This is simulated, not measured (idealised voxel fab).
process module | voxel ribs on slabs
cross-section cut | 220 nm wide | cells 5 nm
A cross-section is a grid of square cells, given in bands from the top down. A band is one or more rows of cells.
Each band's line starts with the height of the band's top and of its bottom, in nm. Then come its materials from left to right, each with its width in nm. One material with "throughout" fills the band from edge to edge. "air" is empty space.
Height 0 is the level under which the wafer as received is all one material. The lowest band goes on downwards, as in "0 down".
A width such as "30 to 40" changes by the same amount from each row of cells to the next, from the band's top row to its bottom row.
"no change" after a step means that no cell of the cross-section changed.
closed voids: empty space of 8 cells or more with no open way to the top, each as width x height at its distance from the left edge, in nm
after a step's settings: what the simulator itself notes on the step
overlay nm, on a step with a mask: how far to the right of its planned place the mask lay; to the left if negative
plan
1 op RECEIVE | material Si
2 op DIRECTIONAL_DEP | material SiO2 | thk nm 20
3 op DIRECTIONAL_DEP | material polySi | thk nm 25
4 op PATTERN | tone cover | mask id RIB | material resist | width nm 25 | thk nm 20 | overlay nm 0
5 op DIRECTIONAL_ETCH | etch materials polySi | depth nm 5
6 op STRIP | etch materials resist
7 op MASKED_ETCH | tone cover | mask id SLAB | width nm 75 | etch materials polySi | depth nm 20 | overlay nm 0
8 op FILL_DEP | material SiO2 | thk nm 20
9 op CMP | height nm 55
10 op DIRECTIONAL_DEP | material W | thk nm 10
11 op DIRECTIONAL_DEP | material aC | thk nm 10
12 op PATTERN | tone cover | mask id HEATER | material resist | width nm 35 | thk nm 30 | overlay nm 0
13 op DIRECTIONAL_ETCH | etch materials aC | depth nm 10
14 op STRIP | etch materials resist
15 op DIRECTIONAL_ETCH | etch materials W | depth nm 10
16 op STRIP | etch materials aC
17 op CONFORMAL_DEP | material SiN | thk nm 5
first wafer, as planned
as received, after step 1
  0 down: Si throughout
  closed voids: none
after step 2
  20 to 0: SiO2 throughout
  below 0: unchanged
after step 3
  45 to 20: polySi throughout
  below 20: unchanged
after step 4
  65 to 45: air 95 | resist 25 | air 100
  below 45: unchanged
after step 5
  65 to 45: air 95 | resist 25 | air 100
  45 to 40: air 95 | polySi 25 | air 100
  below 40: unchanged
after step 6
  45 to 40: air 95 | polySi 25 | air 100
  below 40: unchanged
after step 7
  45 to 40: air 95 | polySi 25 | air 100
  40 to 20: air 70 | polySi 75 | air 75
  below 20: unchanged
after step 8
  65 to 45: SiO2 throughout
  45 to 40: SiO2 95 | polySi 25 | SiO2 100
  40 to 20: SiO2 70 | polySi 75 | SiO2 75
  below 20: unchanged
after step 9
  55 to 45: SiO2 throughout
  below 45: unchanged
after step 10
  65 to 55: W throughout
  below 55: unchanged
after step 11
  75 to 65: aC throughout
  below 65: unchanged
after step 12
  105 to 75: air 90 | resist 35 | air 95
  below 75: unchanged
after step 13
  95 to 75: air 90 | resist 35 | air 95
  75 to 65: air 90 | aC 35 | air 95
  below 65: unchanged
after step 14
  75 to 65: air 90 | aC 35 | air 95
  below 65: unchanged
after step 15
  75 to 65: air 90 | aC 35 | air 95
  65 to 55: air 90 | W 35 | air 95
  below 55: unchanged
after step 16
  65 to 55: air 90 | W 35 | air 95
  below 55: unchanged
after step 17
  70 to 65: air 85 | SiN 45 | air 90
  65 to 60: air 85 | SiN 5 | W 35 | SiN 5 | air 90
  60 to 55: SiN 90 | W 35 | SiN 95
  below 55: unchanged
second wafer: like start, like plan, one mistake. Through step 1 it matches the first wafer
when step 2 should have ended
  25 to 0: polySi throughout
  below 0: unchanged
when step 3 should have ended
  45 to 25: SiO2 throughout
  below 25: unchanged
when step 4 should have ended
  65 to 45: air 95 | resist 25 | air 100
  below 45: unchanged
when step 5 should have ended: no change
when step 6 should have ended
  45 to 25: SiO2 throughout
  below 25: unchanged
when step 7 should have ended: no change
when step 8 should have ended
  65 to 25: SiO2 throughout
  below 25: unchanged
when step 9 should have ended
  55 to 25: SiO2 throughout
  below 25: unchanged
when step 10 should have ended
  65 to 55: W throughout
  below 55: unchanged
when step 11 should have ended
  75 to 65: aC throughout
  below 65: unchanged
when step 12 should have ended
  105 to 75: air 90 | resist 35 | air 95
  below 75: unchanged
when step 13 should have ended
  95 to 75: air 90 | resist 35 | air 95
  75 to 65: air 90 | aC 35 | air 95
  below 65: unchanged
when step 14 should have ended
  75 to 65: air 90 | aC 35 | air 95
  below 65: unchanged
when step 15 should have ended
  75 to 65: air 90 | aC 35 | air 95
  65 to 55: air 90 | W 35 | air 95
  below 55: unchanged
when step 16 should have ended
  65 to 55: air 90 | W 35 | air 95
  below 55: unchanged
when step 17 should have ended
  70 to 65: air 85 | SiN 45 | air 90
  65 to 60: air 85 | SiN 5 | W 35 | SiN 5 | air 90
  60 to 55: SiN 90 | W 35 | SiN 95
  below 55: unchanged
what went wrong: steps 2 and 3 were swapped
at the end the second wafer has, in cells: 155 fewer of SiO2 | 155 more of polySi
